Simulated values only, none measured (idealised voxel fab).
Process module under the name voxel spacer lines
Section cut is 215 nm wide and gridded with 5 nm square cells.
Notation: cross-section as square-cell grid; stated in bands, top first, going down; one or more cell rows per band.
Band: top height; bottom height; in nm. Then, left to right: material with width in nm, for each material. "all across": a single material spanning edge to edge. "air": empty space.
It should be noted that heights are counted from 0, beneath which the wafer as supplied is of one material throughout, and that the lowest band possesses no lower boundary but continues downward, as written in "0 nm and below".
It should be noted that a width expressed as "30 to 40" varies in equal increments from row to row of cells within the band, taking the value of the first number at the top row and that of the second number at the bottom row.
No cell of the cross-section changed in a step that is given as "left unchanged".
Entry "Non-vented voids". Content: empty spaces with no open connection to the top, size 8 cells or greater. Each: width x height at distance. Distance: from left edge. Unit: nm.
Formally, on a step line, whatever follows the settings is a remark that the simulator itself makes on the step.
Regarding "overlay nm": on a step with a mask, it is the distance the mask lay to the right of its planned place; a negative value places it to the left.

-- The process steps that were planned are listed below
| 1 | RECEIVE [material Si] |
| 2 | CONFORMAL_DEP [material Al2O3] [thk nm 10] |
| 3 | DIRECTIONAL_DEP [material SiN] [thk nm 15] |
| 4 | DIRECTIONAL_DEP [material polySi] [thk nm 30] |
| 5 | PATTERN [tone cover] [mask id MANDREL] [material resist] [width nm 20] [pitch nm 60] [thk nm 35] [overlay nm 0] |
| 6 | DIRECTIONAL_ETCH [etch materials polySi] [depth nm 30] |
| 7 | STRIP [etch materials resist] |
| 8 | CONFORMAL_DEP [material SiO2] [thk nm 10] |
| 9 | DIRECTIONAL_ETCH [etch materials SiO2] [depth nm 10] |
| 10 | STRIP [etch materials polySi] |
| 11 | DIRECTIONAL_ETCH [etch materials SiN] [depth nm 15] |
| 12 | STRIP [etch materials SiO2] |

-- First of two wafers, processed according to plan

-- Cross-section: wafer on arrival = after step 1
  0 nm and below | Si all across
  Non-vented voids: none

-- So this is the wafer cross-section right after step 2
  10 nm to 0 nm | Al2O3 all across
  All layers under 0 are left as they were.

-- So this is the wafer cross-section right after step 3
  25 nm to 10 nm | SiN all across
  All layers under 10 are left as they were.

-- So this is the wafer cross-section right after step 4
  55 nm to 25 nm | polySi all across
  All layers under 25 are left as they were.

-- So this is the wafer cross-section right after step 5
  90 nm to 55 nm | air=65, resist=20, air=40, resist=20, air=70
  All layers under 55 are left as they were.

-- So this is the wafer cross-section right after step 6
  90 nm to 55 nm | air=65, resist=20, air=40, resist=20, air=70
  55 nm to 25 nm | air=65, polySi=20, air=40, polySi=20, air=70
  All layers under 25 are left as they were.

-- So this is the wafer cross-section right after step 7
  55 nm to 25 nm | air=65, polySi=20, air=40, polySi=20, air=70
  All layers under 25 are left as they were.

-- So this is the wafer cross-section right after step 8
  65 nm to 55 nm | air=55, SiO2=40, air=20, SiO2=40, air=60
  55 nm to 35 nm | air=55, SiO2=10, polySi=20, SiO2=10, air=20, SiO2=10, polySi=20, SiO2=10, air=60
  35 nm to 25 nm | SiO2=65, polySi=20, SiO2=40, polySi=20, SiO2=70
  All layers under 25 are left as they were.

-- So this is the wafer cross-section right after step 9
  55 nm to 25 nm | air=55, SiO2=10, polySi=20, SiO2=10, air=20, SiO2=10, polySi=20, SiO2=10, air=60
  All layers under 25 are left as they were.

-- So this is the wafer cross-section right after step 10
  55 nm to 25 nm | air=55, SiO2=10, air=20, SiO2=10, air=20, SiO2=10, air=20, SiO2=10, air=60
  All layers under 25 are left as they were.

-- So this is the wafer cross-section right after step 11
  55 nm to 25 nm | air=55, SiO2=10, air=20, SiO2=10, air=20, SiO2=10, air=20, SiO2=10, air=60
  25 nm to 10 nm | air=55, SiN=10, air=20, SiN=10, air=20, SiN=10, air=20, SiN=10, air=60
  All layers under 10 are left as they were.

-- So this is the wafer cross-section right after step 12
  25 nm to 10 nm | air=55, SiN=10, air=20, SiN=10, air=20, SiN=10, air=20, SiN=10, air=60
  All layers under 10 are left as they were.

-- For the second wafer, take the first wafer's start and plan, then add one mistake made in running it; everything through step 1, that step included, is shared with the first

-- Cross-section of the second wafer corresponding to the planned conclusion of step 2
  15 nm to 0 nm | SiN all across
  All layers under 0 are left as they were.

-- Cross-section of the second wafer corresponding to the planned conclusion of step 3
  25 nm to 15 nm | Al2O3 all across
  All layers under 15 are left as they were.

-- Cross-section of the second wafer corresponding to the planned conclusion of step 4
  55 nm to 25 nm | polySi all across
  All layers under 25 are left as they were.

-- Cross-section of the second wafer corresponding to the planned conclusion of step 5
  90 nm to 55 nm | air=65, resist=20, air=40, resist=20, air=70
  All layers under 55 are left as they were.

-- Cross-section of the second wafer corresponding to the planned conclusion of step 6
  90 nm to 55 nm | air=65, resist=20, air=40, resist=20, air=70
  55 nm to 25 nm | air=65, polySi=20, air=40, polySi=20, air=70
  All layers under 25 are left as they were.

-- Cross-section of the second wafer corresponding to the planned conclusion of step 7
  55 nm to 25 nm | air=65, polySi=20, air=40, polySi=20, air=70
  All layers under 25 are left as they were.

-- Cross-section of the second wafer corresponding to the planned conclusion of step 8
  65 nm to 55 nm | air=55, SiO2=40, air=20, SiO2=40, air=60
  55 nm to 35 nm | air=55, SiO2=10, polySi=20, SiO2=10, air=20, SiO2=10, polySi=20, SiO2=10, air=60
  35 nm to 25 nm | SiO2=65, polySi=20, SiO2=40, polySi=20, SiO2=70
  All layers under 25 are left as they were.

-- Cross-section of the second wafer corresponding to the planned conclusion of step 9
  55 nm to 25 nm | air=55, SiO2=10, polySi=20, SiO2=10, air=20, SiO2=10, polySi=20, SiO2=10, air=60
  All layers under 25 are left as they were.

-- Cross-section of the second wafer corresponding to the planned conclusion of step 10
  55 nm to 25 nm | air=55, SiO2=10, air=20, SiO2=10, air=20, SiO2=10, air=20, SiO2=10, air=60
  All layers under 25 are left as they were.

Cross-section of the second wafer corresponding to the planned conclusion of step 11: left unchanged

-- Cross-section of the second wafer corresponding to the planned conclusion of step 12
  25 nm to 15 nm | Al2O3 all across
  All layers under 15 are left as they were.
Misprocessing identified: the executed order of steps 2 and 3 is the reverse of that specified in the plan, each step having taken the other's position
The final cell counts differ between the wafers, with the second having more or fewer of some materials than the first: 105 more of SiN
